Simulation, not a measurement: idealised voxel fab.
The document below concerns the process module designated voxel fin reveal.
The figure presents cross-section cut, which has a width of 290 nm and is divided into square cells with an edge length of 5 nm.
Heads up, the way a cross-section reads in here is a grid of square cells, handed over as bands from the top down, with every band being one or more rows of cells. Band entry format. Leading values: height of top, height of bottom, nm. Remainder: materials in left-to-right order, each with its width in nm. Special words: "throughout" on a single material, which then fills the band edge to edge; "air", empty space. For the purposes of this specification, 0 denotes the height below which the wafer in its as-received condition is composed wholly of one material, and the lowermost band, lacking a lower limit, extends downward without end, as expressed in "0 -> down". Width spec "30..40" -> top row of cells at first value, bottom row at second value, equal per-row change in between. Reading "no alterations made" for a step: not a cell of the cross-section changed in it. Under "Catalogued sealed voids" you'll find the enclosed gaps, the ones with no way out to the top, that are 8 cells or bigger; each reads width x height at distance, with distance counted from the left edge, everything in nm. On each step's line, the part that comes after the settings is the simulator's own comment on the step. Among the settings permitted on a step's line is "overlay nm"; applied to a step with a mask, it specifies the extent to which the mask lay to the right of its planned position, whereas a negative figure signifies a position to the left.
THIS SECTION LISTS THE PROCESS STEPS THAT WERE PLANNED
- 1: RECEIVE [material Si]
- 2: CONFORMAL_DEP [material SiN] [thk nm 5]
- 3: DIRECTIONAL_DEP [material aC] [thk nm 15]
- 4: PATTERN [tone cover] [mask id FINS] [material resist] [width nm 15] [pitch nm 35] [thk nm 30] [overlay nm 0]
- 5: DIRECTIONAL_ETCH [etch materials aC] [depth nm 15]
- 6: STRIP [etch materials resist]
- 7: DIRECTIONAL_ETCH [etch materials SiN] [depth nm 5]
- 8: DIRECTIONAL_ETCH [etch materials Si] [depth nm 35]
- 9: STRIP [etch materials aC]
- 10: OXIDIZE [depth nm 5]
- 11: FILL_DEP [material SiO2] [thk nm 15]
- 12: CMP [height nm 5]
- 13: SELECTIVE_ETCH [etch materials SiO2] [depth nm 25]
- 14: STRIP [etch materials SiN]
- 15: CONFORMAL_DEP [material SiO2] [thk nm 5]
SO THIS IS THE INCOMING WAFER IN CROSS-SECTION - IT'S ALREADY BEEN THROUGH STEP 1
	0 -> down: Si throughout
	Catalogued sealed voids: none
END-OF-MODULE XS, FIRST OF TWO WAFERS, RUN AS PLANNED
	5 -> 0: air 85 nm, then SiO2 15 nm, then air 20 nm, then SiO2 15 nm, then air 20 nm, then SiO2 15 nm, then air 20 nm, then SiO2 15 nm, then air 85 nm
	0 -> -15: air 85 nm, then SiO2 5 nm, then Si 5 nm, then SiO2 5 nm, then air 20 nm, then SiO2 5 nm, then Si 5 nm, then SiO2 5 nm, then air 20 nm, then SiO2 5 nm, then Si 5 nm, then SiO2 5 nm, then air 20 nm, then SiO2 5 nm, then Si 5 nm, then SiO2 5 nm, then air 85 nm
	-15 -> -40: SiO2 90 nm, then Si 5 nm, then SiO2 30 nm, then Si 5 nm, then SiO2 30 nm, then Si 5 nm, then SiO2 30 nm, then Si 5 nm, then SiO2 90 nm
	-40 -> down: Si throughout
	Catalogued sealed voids: none
CROSS-SECTION, WAFER TWO OF TWO, END OF MODULE: SAME START AND PLAN AS WAFER ONE, ONE ERROR IN EXECUTION
	5 -> 0: air 85 nm, then SiO2 15 nm, then air 20 nm, then SiO2 15 nm, then air 20 nm, then SiO2 15 nm, then air 20 nm, then SiO2 15 nm, then air 85 nm
	0 -> -15: air 85 nm, then SiO2 5 nm, then Si 5 nm, then SiO2 5 nm, then air 20 nm, then SiO2 5 nm, then Si 5 nm, then SiO2 5 nm, then air 20 nm, then SiO2 5 nm, then Si 5 nm, then SiO2 5 nm, then air 20 nm, then SiO2 5 nm, then Si 5 nm, then SiO2 5 nm, then air 85 nm
	-15 -> -20: SiO2 65 nm, then air 20 nm, then SiO2 5 nm, then Si 5 nm, then SiO2 5 nm, then air 20 nm, then SiO2 5 nm, then Si 5 nm, then SiO2 5 nm, then air 20 nm, then SiO2 5 nm, then Si 5 nm, then SiO2 5 nm, then air 20 nm, then SiO2 5 nm, then Si 5 nm, then SiO2 5 nm, then air 20 nm, then SiO2 65 nm
	-20 -> -40: SiO2 90 nm, then Si 5 nm, then SiO2 30 nm, then Si 5 nm, then SiO2 30 nm, then Si 5 nm, then SiO2 30 nm, then Si 5 nm, then SiO2 90 nm
	-40 -> down: Si throughout
	Catalogued sealed voids: none
Run error: steps 13 and 14 of the plan were run in the wrong order, each in the other's place
At the finish, the second wafer shows more or fewer cells for some materials than the first does: SiO2 -20
